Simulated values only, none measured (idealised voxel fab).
process module | voxel transistor to metal
cross-section cut | 175 nm wide | cells 5 nm
A cross-section is a grid of square cells, given in bands from the top down. A band is one or more rows of cells.
Each band's line starts with the height of the band's top and of its bottom, in nm. Then come its materials from left to right, each with its width in nm. One material with "throughout" fills the band from edge to edge. "air" is empty space.
Height 0 is the level under which the wafer as received is all one material. The lowest band goes on downwards, as in "0 down".
A width such as "30 to 40" changes by the same amount from each row of cells to the next, from the band's top row to its bottom row.
"no change" after a step means that no cell of the cross-section changed.
closed voids: empty space of 8 cells or more with no open way to the top, each as width x height at its distance from the left edge, in nm
after a step's settings: what the simulator itself notes on the step
overlay nm, on a step with a mask: how far to the right of its planned place the mask lay; to the left if negative
plan
1 op RECEIVE | material Si
2 op CONFORMAL_DEP | material SiO2 | thk nm 5
3 op CONFORMAL_DEP | material SiN | thk nm 10
4 op DIRECTIONAL_DEP | material aC | thk nm 10
5 op PATTERN | tone cover | mask id ACTIVE | material resist | width nm 110 | thk nm 30 | overlay nm 0
6 op DIRECTIONAL_ETCH | etch materials aC | depth nm 10
7 op STRIP | etch materials resist
8 op DIRECTIONAL_ETCH | etch materials SiN | depth nm 10
9 op DIRECTIONAL_ETCH | etch materials SiO2 | depth nm 5
10 op DIRECTIONAL_ETCH | etch materials Si | depth nm 35
11 op STRIP | etch materials aC
12 op OXIDIZE | depth nm 5
13 op FILL_DEP | material SiO2 | thk nm 5
14 op CMP | height nm 15
15 op SELECTIVE_ETCH | etch materials SiO2 | depth nm 5
16 op STRIP | etch materials SiN
17 op SELECTIVE_ETCH | etch materials SiO2 | depth nm 5
18 op OXIDIZE | depth nm 5
19 op DIRECTIONAL_DEP | material polySi | thk nm 30
20 op DIRECTIONAL_DEP | material SiCN | thk nm 15
21 op DIRECTIONAL_DEP | material aC | thk nm 10
22 op PATTERN | tone cover | mask id GATE | material resist | width nm 20 | thk nm 25 | overlay nm 0
23 op DIRECTIONAL_ETCH | etch materials aC | depth nm 10
24 op STRIP | etch materials resist
25 op DIRECTIONAL_ETCH | etch materials SiCN | depth nm 25
26 op DIRECTIONAL_ETCH | etch materials polySi | depth nm 40
27 op STRIP | etch materials aC
28 op CONFORMAL_DEP | material SiO2 | thk nm 5
29 op DIRECTIONAL_ETCH | etch materials SiO2 | depth nm 5
30 op CONFORMAL_DEP | material SiN | thk nm 10
31 op DIRECTIONAL_ETCH | etch materials SiN | depth nm 10
32 op DIRECTIONAL_ETCH | etch materials SiO2 | depth nm 5
33 op DIRECTIONAL_ETCH | etch materials Si | depth nm 15
34 op EPI | material SiGe | thk nm 15
35 op FILL_DEP | material SiO2 | thk nm 10
36 op CMP | height nm 45
37 op DIRECTIONAL_DEP | material SiO2 | thk nm 10
38 op DIRECTIONAL_DEP | material aC | thk nm 15
39 op PATTERN | tone open | mask id CONTACT | material resist | width nm 30 | pitch nm 60 | thk nm 35 | overlay nm 0
40 op DIRECTIONAL_ETCH | etch materials aC | depth nm 15
41 op STRIP | etch materials resist
42 op DIRECTIONAL_ETCH | etch materials SiO2 | depth nm 45
43 op STRIP | etch materials aC
44 op CONFORMAL_DEP | material TiN | thk nm 5
45 op FILL_DEP | material W | thk nm 5
46 op CMP | height nm 55
47 op DIRECTIONAL_DEP | material TiN | thk nm 5
48 op DIRECTIONAL_DEP | material W | thk nm 25
49 op PATTERN | tone cover | mask id METAL_1 | material resist | width nm 20 | pitch nm 70 | thk nm 15 | overlay nm 0
50 op DIRECTIONAL_ETCH | etch materials W | depth nm 25
51 op DIRECTIONAL_ETCH | etch materials TiN | depth nm 5
52 op STRIP | etch materials resist
53 op CONFORMAL_DEP | material SiN | thk nm 5
54 op FILL_DEP | material lowk | thk nm 5
55 op CMP | height nm 85
56 op CONFORMAL_DEP | material SiCN | thk nm 5
57 op DIRECTIONAL_DEP | material lowk | thk nm 35
58 op MASKED_ETCH | tone open | mask id METAL_2 | width nm 20 | pitch nm 70 | etch materials lowk | depth nm 20 | overlay nm 0
59 op DIRECTIONAL_DEP | material aC | thk nm 15
60 op PATTERN | tone open | mask id METAL_2_HOLES | material resist | width nm 15 | pitch nm 70 | thk nm 35 | overlay nm 0
61 op DIRECTIONAL_ETCH | etch materials aC | depth nm 15
62 op STRIP | etch materials resist
63 op DIRECTIONAL_ETCH | etch materials lowk | depth nm 15
64 op DIRECTIONAL_ETCH | etch materials SiCN | depth nm 5
65 op STRIP | etch materials aC
66 op CONFORMAL_DEP | material TiN | thk nm 5
67 op FILL_DEP | material Ru | thk nm 5
68 op CMP | height nm 125
69 op CONFORMAL_DEP | material SiN | thk nm 5
first wafer, as planned
as received, after step 1
  0 down: Si throughout
  closed voids: none
after step 2
  5 to 0: SiO2 throughout
  below 0: unchanged
after step 3
  15 to 5: SiN throughout
  below 5: unchanged
after step 4
  25 to 15: aC throughout
  below 15: unchanged
after step 5
  55 to 25: air 30 | resist 110 | air 35
  below 25: unchanged
after step 6
  45 to 25: air 30 | resist 110 | air 35
  25 to 15: air 30 | aC 110 | air 35
  below 15: unchanged
after step 7
  25 to 15: air 30 | aC 110 | air 35
  below 15: unchanged
after step 8
  25 to 15: air 30 | aC 110 | air 35
  15 to 5: air 30 | SiN 110 | air 35
  below 5: unchanged
after step 9
  25 to 15: air 30 | aC 110 | air 35
  15 to 5: air 30 | SiN 110 | air 35
  5 to 0: air 30 | SiO2 110 | air 35
  below 0: unchanged
after step 10
  25 to 15: air 30 | aC 110 | air 35
  15 to 5: air 30 | SiN 110 | air 35
  5 to 0: air 30 | SiO2 110 | air 35
  0 to -35: air 30 | Si 110 | air 35
  below -35: unchanged
after step 11
  15 to 5: air 30 | SiN 110 | air 35
  below 5: unchanged
after step 12
  15 to 5: air 30 | SiN 110 | air 35
  5 to 0: air 30 | SiO2 110 | air 35
  0 to -35: air 30 | SiO2 5 | Si 100 | SiO2 5 | air 35
  -35 to -40: SiO2 35 | Si 100 | SiO2 40
  below -40: unchanged
after step 13
  20 to 15: SiO2 throughout
  15 to 5: SiO2 30 | SiN 110 | SiO2 35
  5 to 0: SiO2 throughout
  0 to -40: SiO2 35 | Si 100 | SiO2 40
  below -40: unchanged
after step 14
  15 to 5: SiO2 30 | SiN 110 | SiO2 35
  below 5: unchanged
after step 15
  15 to 10: air 30 | SiN 110 | air 35
  below 10: unchanged
after step 16
  10 to 5: SiO2 30 | air 110 | SiO2 35
  below 5: unchanged
after step 17
  5 to 0: SiO2 25 | air 120 | SiO2 30
  below 0: unchanged
after step 18
  5 to 0: SiO2 25 | air 120 | SiO2 30
  0 to -5: SiO2 throughout
  below -5: unchanged
after step 19
  35 to 30: polySi 25 | air 120 | polySi 30
  30 to 5: polySi throughout
  5 to 0: SiO2 25 | polySi 120 | SiO2 30
  below 0: unchanged
after step 20
  50 to 45: SiCN 25 | air 120 | SiCN 30
  45 to 35: SiCN throughout
  35 to 30: polySi 25 | SiCN 120 | polySi 30
  below 30: unchanged
after step 21
  60 to 55: aC 25 | air 120 | aC 30
  55 to 50: aC throughout
  50 to 45: SiCN 25 | aC 120 | SiCN 30
  below 45: unchanged
after step 22
  85 to 60: air 75 | resist 20 | air 80
  60 to 55: aC 25 | air 50 | resist 20 | air 50 | aC 30
  below 55: unchanged
after step 23
  75 to 55: air 75 | resist 20 | air 80
  55 to 50: air 75 | aC 20 | air 80
  50 to 45: SiCN 25 | air 50 | aC 20 | air 50 | SiCN 30
  below 45: unchanged
after step 24
  55 to 50: air 75 | aC 20 | air 80
  below 50: unchanged
after step 25
  55 to 45: air 75 | aC 20 | air 80
  45 to 35: air 75 | SiCN 20 | air 80
  35 to 30: polySi 25 | air 50 | SiCN 20 | air 50 | polySi 30
  below 30: unchanged
after step 26
  55 to 45: air 75 | aC 20 | air 80
  45 to 30: air 75 | SiCN 20 | air 80
  30 to 5: air 75 | polySi 20 | air 80
  5 to 0: SiO2 25 | air 50 | polySi 20 | air 50 | SiO2 30
  below 0: unchanged
after step 27
  45 to 30: air 75 | SiCN 20 | air 80
  below 30: unchanged
after step 28
  50 to 45: air 70 | SiO2 30 | air 75
  45 to 30: air 70 | SiO2 5 | SiCN 20 | SiO2 5 | air 75
  30 to 10: air 70 | SiO2 5 | polySi 20 | SiO2 5 | air 75
  10 to 5: SiO2 30 | air 40 | SiO2 5 | polySi 20 | SiO2 5 | air 40 | SiO2 35
  5 to 0: SiO2 75 | polySi 20 | SiO2 80
  below 0: unchanged
after step 29
  45 to 30: air 70 | SiO2 5 | SiCN 20 | SiO2 5 | air 75
  30 to 5: air 70 | SiO2 5 | polySi 20 | SiO2 5 | air 75
  5 to 0: SiO2 30 | air 40 | SiO2 5 | polySi 20 | SiO2 5 | air 40 | SiO2 35
  below 0: unchanged
after step 30
  55 to 45: air 60 | SiN 50 | air 65
  45 to 30: air 60 | SiN 10 | SiO2 5 | SiCN 20 | SiO2 5 | SiN 10 | air 65
  30 to 15: air 60 | SiN 10 | SiO2 5 | polySi 20 | SiO2 5 | SiN 10 | air 65
  15 to 10: SiN 40 | air 20 | SiN 10 | SiO2 5 | polySi 20 | SiO2 5 | SiN 10 | air 20 | SiN 45
  10 to 5: SiN 70 | SiO2 5 | polySi 20 | SiO2 5 | SiN 75
  5 to 0: SiO2 30 | SiN 40 | SiO2 5 | polySi 20 | SiO2 5 | SiN 40 | SiO2 35
  below 0: unchanged
after step 31
  45 to 30: air 60 | SiN 10 | SiO2 5 | SiCN 20 | SiO2 5 | SiN 10 | air 65
  30 to 5: air 60 | SiN 10 | SiO2 5 | polySi 20 | SiO2 5 | SiN 10 | air 65
  5 to 0: SiO2 30 | SiN 10 | air 20 | SiN 10 | SiO2 5 | polySi 20 | SiO2 5 | SiN 10 | air 20 | SiN 10 | SiO2 35
  below 0: unchanged
after step 32
  45 to 40: air 60 | SiN 10 | air 5 | SiCN 20 | air 5 | SiN 10 | air 65
  40 to 30: air 60 | SiN 10 | SiO2 5 | SiCN 20 | SiO2 5 | SiN 10 | air 65
  30 to 5: air 60 | SiN 10 | SiO2 5 | polySi 20 | SiO2 5 | SiN 10 | air 65
  5 to 0: air 30 | SiN 10 | air 20 | SiN 10 | SiO2 5 | polySi 20 | SiO2 5 | SiN 10 | air 20 | SiN 10 | air 35
  0 to -5: SiO2 40 | air 20 | SiO2 50 | air 20 | SiO2 45
  below -5: unchanged
after step 33
  45 to 40: air 60 | SiN 10 | air 5 | SiCN 20 | air 5 | SiN 10 | air 65
  40 to 30: air 60 | SiN 10 | SiO2 5 | SiCN 20 | SiO2 5 | SiN 10 | air 65
  30 to 5: air 60 | SiN 10 | SiO2 5 | polySi 20 | SiO2 5 | SiN 10 | air 65
  5 to 0: air 30 | SiN 10 | air 20 | SiN 10 | SiO2 5 | polySi 20 | SiO2 5 | SiN 10 | air 20 | SiN 10 | air 35
  0 to -5: SiO2 40 | air 20 | SiO2 50 | air 20 | SiO2 45
  -5 to -20: SiO2 35 | Si 5 | air 20 | Si 50 | air 20 | Si 5 | SiO2 40
  below -20: unchanged
after step 34
  45 to 40: air 60 | SiN 10 | air 5 | SiCN 20 | air 5 | SiN 10 | air 65
  40 to 30: air 60 | SiN 10 | SiO2 5 | SiCN 20 | SiO2 5 | SiN 10 | air 65
  30 to 10: air 60 | SiN 10 | SiO2 5 | polySi 20 | SiO2 5 | SiN 10 | air 65
  10 to 5: air 35 | SiGe 25 | SiN 10 | SiO2 5 | polySi 20 | SiO2 5 | SiN 10 | SiGe 25 | air 40
  5 to 0: air 30 | SiN 10 | SiGe 20 | SiN 10 | SiO2 5 | polySi 20 | SiO2 5 | SiN 10 | SiGe 20 | SiN 10 | air 35
  0 to -5: SiO2 40 | SiGe 20 | SiO2 50 | SiGe 20 | SiO2 45
  -5 to -20: SiO2 35 | Si 5 | SiGe 20 | Si 50 | SiGe 20 | Si 5 | SiO2 40
  below -20: unchanged
after step 35
  55 to 45: SiO2 throughout
  45 to 30: SiO2 60 | SiN 10 | SiO2 5 | SiCN 20 | SiO2 5 | SiN 10 | SiO2 65
  30 to 10: SiO2 60 | SiN 10 | SiO2 5 | polySi 20 | SiO2 5 | SiN 10 | SiO2 65
  10 to 5: SiO2 35 | SiGe 25 | SiN 10 | SiO2 5 | polySi 20 | SiO2 5 | SiN 10 | SiGe 25 | SiO2 40
  5 to 0: SiO2 30 | SiN 10 | SiGe 20 | SiN 10 | SiO2 5 | polySi 20 | SiO2 5 | SiN 10 | SiGe 20 | SiN 10 | SiO2 35
  below 0: unchanged
after step 36
  45 to 30: SiO2 60 | SiN 10 | SiO2 5 | SiCN 20 | SiO2 5 | SiN 10 | SiO2 65
  below 30: unchanged
after step 37
  55 to 45: SiO2 throughout
  below 45: unchanged
after step 38
  70 to 55: aC throughout
  below 55: unchanged
after step 39
  105 to 70: resist 40 | air 30 | resist 30 | air 30 | resist 45
  below 70: unchanged
after step 40
  90 to 70: resist 40 | air 30 | resist 30 | air 30 | resist 45
  70 to 55: aC 40 | air 30 | aC 30 | air 30 | aC 45
  below 55: unchanged
after step 41
  70 to 55: aC 40 | air 30 | aC 30 | air 30 | aC 45
  below 55: unchanged
after step 42
  70 to 55: aC 40 | air 30 | aC 30 | air 30 | aC 45
  55 to 45: SiO2 40 | air 30 | SiO2 30 | air 30 | SiO2 45
  45 to 30: SiO2 40 | air 20 | SiN 10 | SiO2 5 | SiCN 20 | SiO2 5 | SiN 10 | air 20 | SiO2 45
  30 to 10: SiO2 40 | air 20 | SiN 10 | SiO2 5 | polySi 20 | SiO2 5 | SiN 10 | air 20 | SiO2 45
  below 10: unchanged
after step 43
  55 to 45: SiO2 40 | air 30 | SiO2 30 | air 30 | SiO2 45
  below 45: unchanged
after step 44
  60 to 55: TiN 45 | air 20 | TiN 40 | air 20 | TiN 50
  55 to 45: SiO2 40 | TiN 5 | air 20 to 10 | TiN 5 to 15 | SiO2 30 | TiN 5 to 15 | air 20 to 10 | TiN 5 | SiO2 45
  45 to 30: SiO2 40 | TiN 5 | air 10 | TiN 5 | SiN 10 | SiO2 5 | SiCN 20 | SiO2 5 | SiN 10 | TiN 5 | air 10 | TiN 5 | SiO2 45
  30 to 15: SiO2 40 | TiN 5 | air 10 | TiN 5 | SiN 10 | SiO2 5 | polySi 20 | SiO2 5 | SiN 10 | TiN 5 | air 10 | TiN 5 | SiO2 45
  15 to 10: SiO2 40 | TiN 20 | SiN 10 | SiO2 5 | polySi 20 | SiO2 5 | SiN 10 | TiN 20 | SiO2 45
  below 10: unchanged
after step 45
  65 to 60: W throughout
  60 to 55: TiN 45 | W 20 | TiN 40 | W 20 | TiN 50
  55 to 45: SiO2 40 | TiN 5 | W 20 to 10 | TiN 5 to 15 | SiO2 30 | TiN 5 to 15 | W 20 to 10 | TiN 5 | SiO2 45
  45 to 30: SiO2 40 | TiN 5 | W 10 | TiN 5 | SiN 10 | SiO2 5 | SiCN 20 | SiO2 5 | SiN 10 | TiN 5 | W 10 | TiN 5 | SiO2 45
  30 to 15: SiO2 40 | TiN 5 | W 10 | TiN 5 | SiN 10 | SiO2 5 | polySi 20 | SiO2 5 | SiN 10 | TiN 5 | W 10 | TiN 5 | SiO2 45
  below 15: unchanged
after step 46
  55 to 45: SiO2 40 | TiN 5 | W 20 to 10 | TiN 5 to 15 | SiO2 30 | TiN 5 to 15 | W 20 to 10 | TiN 5 | SiO2 45
  below 45: unchanged
after step 47
  60 to 55: TiN throughout
  below 55: unchanged
after step 48
  85 to 60: W throughout
  below 60: unchanged
after step 49
  100 to 85: air 40 | resist 20 | air 50 | resist 20 | air 45
  below 85: unchanged
after step 50
  100 to 85: air 40 | resist 20 | air 50 | resist 20 | air 45
  85 to 60: air 40 | W 20 | air 50 | W 20 | air 45
  below 60: unchanged
after step 51
  100 to 85: air 40 | resist 20 | air 50 | resist 20 | air 45
  85 to 60: air 40 | W 20 | air 50 | W 20 | air 45
  60 to 55: air 40 | TiN 20 | air 50 | TiN 20 | air 45
  below 55: unchanged
after step 52
  85 to 60: air 40 | W 20 | air 50 | W 20 | air 45
  below 60: unchanged
after step 53
  90 to 85: air 35 | SiN 30 | air 40 | SiN 30 | air 40
  85 to 60: air 35 | SiN 5 | W 20 | SiN 5 | air 40 | SiN 5 | W 20 | SiN 5 | air 40
  60 to 55: SiN 40 | TiN 20 | SiN 50 | TiN 20 | SiN 45
  below 55: unchanged
after step 54
  95 to 90: lowk throughout
  90 to 85: lowk 35 | SiN 30 | lowk 40 | SiN 30 | lowk 40
  85 to 60: lowk 35 | SiN 5 | W 20 | SiN 5 | lowk 40 | SiN 5 | W 20 | SiN 5 | lowk 40
  below 60: unchanged
after step 55
  85 to 60: lowk 35 | SiN 5 | W 20 | SiN 5 | lowk 40 | SiN 5 | W 20 | SiN 5 | lowk 40
  below 60: unchanged
after step 56
  90 to 85: SiCN throughout
  below 85: unchanged
after step 57
  125 to 90: lowk throughout
  below 90: unchanged
after step 58
  125 to 105: lowk 40 | air 20 | lowk 50 | air 20 | lowk 45
  below 105: unchanged
after step 59
  140 to 125: aC 40 | air 20 | aC 50 | air 20 | aC 45
  125 to 120: lowk 40 | air 20 | lowk 50 | air 20 | lowk 45
  120 to 105: lowk 40 | aC 20 | lowk 50 | aC 20 | lowk 45
  below 105: unchanged
after step 60
  175 to 140: resist 40 | air 15 | resist 55 | air 15 | resist 50
  140 to 125: aC 40 | air 15 | resist 5 | aC 50 | air 15 | resist 5 | aC 45
  125 to 120: lowk 40 | air 15 | resist 5 | lowk 50 | air 15 | resist 5 | lowk 45
  below 120: unchanged
after step 61
  160 to 140: resist 40 | air 15 | resist 55 | air 15 | resist 50
  140 to 125: aC 40 | air 15 | resist 5 | aC 50 | air 15 | resist 5 | aC 45
  125 to 120: lowk 40 | air 15 | resist 5 | lowk 50 | air 15 | resist 5 | lowk 45
  120 to 105: lowk 40 | air 15 | aC 5 | lowk 50 | air 15 | aC 5 | lowk 45
  below 105: unchanged
after step 62
  140 to 125: aC 40 | air 20 | aC 50 | air 20 | aC 45
  125 to 120: lowk 40 | air 20 | lowk 50 | air 20 | lowk 45
  below 120: unchanged
after step 63
  140 to 125: aC 40 | air 20 | aC 50 | air 20 | aC 45
  125 to 120: lowk 40 | air 20 | lowk 50 | air 20 | lowk 45
  120 to 105: lowk 40 | air 15 | aC 5 | lowk 50 | air 15 | aC 5 | lowk 45
  105 to 90: lowk 40 | air 15 | lowk 55 | air 15 | lowk 50
  below 90: unchanged
after step 64
  140 to 125: aC 40 | air 20 | aC 50 | air 20 | aC 45
  125 to 120: lowk 40 | air 20 | lowk 50 | air 20 | lowk 45
  120 to 105: lowk 40 | air 15 | aC 5 | lowk 50 | air 15 | aC 5 | lowk 45
  105 to 90: lowk 40 | air 15 | lowk 55 | air 15 | lowk 50
  90 to 85: SiCN 40 | air 15 | SiCN 55 | air 15 | SiCN 50
  below 85: unchanged
after step 65
  125 to 105: lowk 40 | air 20 | lowk 50 | air 20 | lowk 45
  below 105: unchanged
after step 66
  130 to 125: TiN 45 | air 10 | TiN 60 | air 10 | TiN 50
  125 to 110: lowk 40 | TiN 5 | air 10 | TiN 5 | lowk 50 | TiN 5 | air 10 | TiN 5 | lowk 45
  110 to 105: lowk 40 | TiN 5 | air 5 | TiN 10 | lowk 50 | TiN 5 | air 5 | TiN 10 | lowk 45
  105 to 90: lowk 40 | TiN 5 | air 5 | TiN 5 | lowk 55 | TiN 5 | air 5 | TiN 5 | lowk 50
  90 to 85: SiCN 40 | TiN 15 | SiCN 55 | TiN 15 | SiCN 50
  below 85: unchanged
after step 67
  135 to 130: Ru throughout
  130 to 125: TiN 45 | Ru 10 | TiN 60 | Ru 10 | TiN 50
  125 to 110: lowk 40 | TiN 5 | Ru 10 | TiN 5 | lowk 50 | TiN 5 | Ru 10 | TiN 5 | lowk 45
  110 to 105: lowk 40 | TiN 5 | Ru 5 | TiN 10 | lowk 50 | TiN 5 | Ru 5 | TiN 10 | lowk 45
  105 to 90: lowk 40 | TiN 5 | Ru 5 | TiN 5 | lowk 55 | TiN 5 | Ru 5 | TiN 5 | lowk 50
  below 90: unchanged
after step 68
  125 to 110: lowk 40 | TiN 5 | Ru 10 | TiN 5 | lowk 50 | TiN 5 | Ru 10 | TiN 5 | lowk 45
  below 110: unchanged
after step 69
  130 to 125: SiN throughout
  below 125: unchanged
second wafer: like start, like plan, one mistake. Through step 38 it matches the first wafer
when step 39 should have ended
  105 to 70: air 40 | resist 30 | air 30 | resist 30 | air 45
  below 70: unchanged
when step 40 should have ended
  90 to 70: air 40 | resist 30 | air 30 | resist 30 | air 45
  70 to 55: air 40 | aC 30 | air 30 | aC 30 | air 45
  below 55: unchanged
when step 41 should have ended
  70 to 55: air 40 | aC 30 | air 30 | aC 30 | air 45
  below 55: unchanged
when step 42 should have ended
  70 to 55: air 40 | aC 30 | air 30 | aC 30 | air 45
  55 to 45: air 40 | SiO2 30 | air 30 | SiO2 30 | air 45
  45 to 30: air 40 | SiO2 20 | SiN 10 | air 5 | SiCN 20 | air 5 | SiN 10 | SiO2 20 | air 45
  30 to 10: air 40 | SiO2 20 | SiN 10 | air 5 | polySi 20 | air 5 | SiN 10 | SiO2 20 | air 45
  below 10: unchanged
when step 43 should have ended
  55 to 45: air 40 | SiO2 30 | air 30 | SiO2 30 | air 45
  below 45: unchanged
when step 44 should have ended
  60 to 55: air 35 | TiN 40 | air 20 | TiN 40 | air 40
  55 to 50: air 35 | TiN 5 | SiO2 30 | TiN 5 | air 20 | TiN 5 | SiO2 30 | TiN 5 | air 40
  50 to 45: air 35 | TiN 5 | SiO2 30 | TiN 30 | SiO2 30 | TiN 5 | air 40
  45 to 30: air 35 | TiN 5 | SiO2 20 | SiN 10 | TiN 5 | SiCN 20 | TiN 5 | SiN 10 | SiO2 20 | TiN 5 | air 40
  30 to 15: air 35 | TiN 5 | SiO2 20 | SiN 10 | TiN 5 | polySi 20 | TiN 5 | SiN 10 | SiO2 20 | TiN 5 | air 40
  15 to 10: TiN 40 | SiO2 20 | SiN 10 | TiN 5 | polySi 20 | TiN 5 | SiN 10 | SiO2 20 | TiN 45
  below 10: unchanged
when step 45 should have ended
  65 to 60: W throughout
  60 to 55: W 35 | TiN 40 | W 20 | TiN 40 | W 40
  55 to 50: W 35 | TiN 5 | SiO2 30 | TiN 5 | W 20 | TiN 5 | SiO2 30 | TiN 5 | W 40
  50 to 45: W 35 | TiN 5 | SiO2 30 | TiN 30 | SiO2 30 | TiN 5 | W 40
  45 to 30: W 35 | TiN 5 | SiO2 20 | SiN 10 | TiN 5 | SiCN 20 | TiN 5 | SiN 10 | SiO2 20 | TiN 5 | W 40
  30 to 15: W 35 | TiN 5 | SiO2 20 | SiN 10 | TiN 5 | polySi 20 | TiN 5 | SiN 10 | SiO2 20 | TiN 5 | W 40
  below 15: unchanged
when step 46 should have ended
  55 to 50: W 35 | TiN 5 | SiO2 30 | TiN 5 | W 20 | TiN 5 | SiO2 30 | TiN 5 | W 40
  below 50: unchanged
when step 47 should have ended
  60 to 55: TiN throughout
  below 55: unchanged
when step 48 should have ended
  85 to 60: W throughout
  below 60: unchanged
when step 49 should have ended
  100 to 85: air 40 | resist 20 | air 50 | resist 20 | air 45
  below 85: unchanged
when step 50 should have ended
  100 to 85: air 40 | resist 20 | air 50 | resist 20 | air 45
  85 to 60: air 40 | W 20 | air 50 | W 20 | air 45
  below 60: unchanged
when step 51 should have ended
  100 to 85: air 40 | resist 20 | air 50 | resist 20 | air 45
  85 to 60: air 40 | W 20 | air 50 | W 20 | air 45
  60 to 55: air 40 | TiN 20 | air 50 | TiN 20 | air 45
  below 55: unchanged
when step 52 should have ended
  85 to 60: air 40 | W 20 | air 50 | W 20 | air 45
  below 60: unchanged
when step 53 should have ended
  90 to 85: air 35 | SiN 30 | air 40 | SiN 30 | air 40
  85 to 60: air 35 | SiN 5 | W 20 | SiN 5 | air 40 | SiN 5 | W 20 | SiN 5 | air 40
  60 to 55: SiN 40 | TiN 20 | SiN 50 | TiN 20 | SiN 45
  below 55: unchanged
when step 54 should have ended
  95 to 90: lowk throughout
  90 to 85: lowk 35 | SiN 30 | lowk 40 | SiN 30 | lowk 40
  85 to 60: lowk 35 | SiN 5 | W 20 | SiN 5 | lowk 40 | SiN 5 | W 20 | SiN 5 | lowk 40
  below 60: unchanged
when step 55 should have ended
  85 to 60: lowk 35 | SiN 5 | W 20 | SiN 5 | lowk 40 | SiN 5 | W 20 | SiN 5 | lowk 40
  below 60: unchanged
when step 56 should have ended
  90 to 85: SiCN throughout
  below 85: unchanged
when step 57 should have ended
  125 to 90: lowk throughout
  below 90: unchanged
when step 58 should have ended
  125 to 105: lowk 40 | air 20 | lowk 50 | air 20 | lowk 45
  below 105: unchanged
when step 59 should have ended
  140 to 125: aC 40 | air 20 | aC 50 | air 20 | aC 45
  125 to 120: lowk 40 | air 20 | lowk 50 | air 20 | lowk 45
  120 to 105: lowk 40 | aC 20 | lowk 50 | aC 20 | lowk 45
  below 105: unchanged
when step 60 should have ended
  175 to 140: resist 40 | air 15 | resist 55 | air 15 | resist 50
  140 to 125: aC 40 | air 15 | resist 5 | aC 50 | air 15 | resist 5 | aC 45
  125 to 120: lowk 40 | air 15 | resist 5 | lowk 50 | air 15 | resist 5 | lowk 45
  below 120: unchanged
when step 61 should have ended
  160 to 140: resist 40 | air 15 | resist 55 | air 15 | resist 50
  140 to 125: aC 40 | air 15 | resist 5 | aC 50 | air 15 | resist 5 | aC 45
  125 to 120: lowk 40 | air 15 | resist 5 | lowk 50 | air 15 | resist 5 | lowk 45
  120 to 105: lowk 40 | air 15 | aC 5 | lowk 50 | air 15 | aC 5 | lowk 45
  below 105: unchanged
when step 62 should have ended
  140 to 125: aC 40 | air 20 | aC 50 | air 20 | aC 45
  125 to 120: lowk 40 | air 20 | lowk 50 | air 20 | lowk 45
  below 120: unchanged
when step 63 should have ended
  140 to 125: aC 40 | air 20 | aC 50 | air 20 | aC 45
  125 to 120: lowk 40 | air 20 | lowk 50 | air 20 | lowk 45
  120 to 105: lowk 40 | air 15 | aC 5 | lowk 50 | air 15 | aC 5 | lowk 45
  105 to 90: lowk 40 | air 15 | lowk 55 | air 15 | lowk 50
  below 90: unchanged
when step 64 should have ended
  140 to 125: aC 40 | air 20 | aC 50 | air 20 | aC 45
  125 to 120: lowk 40 | air 20 | lowk 50 | air 20 | lowk 45
  120 to 105: lowk 40 | air 15 | aC 5 | lowk 50 | air 15 | aC 5 | lowk 45
  105 to 90: lowk 40 | air 15 | lowk 55 | air 15 | lowk 50
  90 to 85: SiCN 40 | air 15 | SiCN 55 | air 15 | SiCN 50
  below 85: unchanged
when step 65 should have ended
  125 to 105: lowk 40 | air 20 | lowk 50 | air 20 | lowk 45
  below 105: unchanged
when step 66 should have ended
  130 to 125: TiN 45 | air 10 | TiN 60 | air 10 | TiN 50
  125 to 110: lowk 40 | TiN 5 | air 10 | TiN 5 | lowk 50 | TiN 5 | air 10 | TiN 5 | lowk 45
  110 to 105: lowk 40 | TiN 5 | air 5 | TiN 10 | lowk 50 | TiN 5 | air 5 | TiN 10 | lowk 45
  105 to 90: lowk 40 | TiN 5 | air 5 | TiN 5 | lowk 55 | TiN 5 | air 5 | TiN 5 | lowk 50
  90 to 85: SiCN 40 | TiN 15 | SiCN 55 | TiN 15 | SiCN 50
  below 85: unchanged
when step 67 should have ended
  135 to 130: Ru throughout
  130 to 125: TiN 45 | Ru 10 | TiN 60 | Ru 10 | TiN 50
  125 to 110: lowk 40 | TiN 5 | Ru 10 | TiN 5 | lowk 50 | TiN 5 | Ru 10 | TiN 5 | lowk 45
  110 to 105: lowk 40 | TiN 5 | Ru 5 | TiN 10 | lowk 50 | TiN 5 | Ru 5 | TiN 10 | lowk 45
  105 to 90: lowk 40 | TiN 5 | Ru 5 | TiN 5 | lowk 55 | TiN 5 | Ru 5 | TiN 5 | lowk 50
  below 90: unchanged
when step 68 should have ended
  125 to 110: lowk 40 | TiN 5 | Ru 10 | TiN 5 | lowk 50 | TiN 5 | Ru 10 | TiN 5 | lowk 45
  below 110: unchanged
when step 69 should have ended
  130 to 125: SiN throughout
  below 125: unchanged
what went wrong: step 39 ran as: op PATTERN | tone cover | mask id CONTACT | material resist | width nm 30 | pitch nm 60 | thk nm 35 | overlay nm 0
at the end the second wafer has, in cells: 99 fewer of SiO2 | 11 more of TiN | 88 more of W
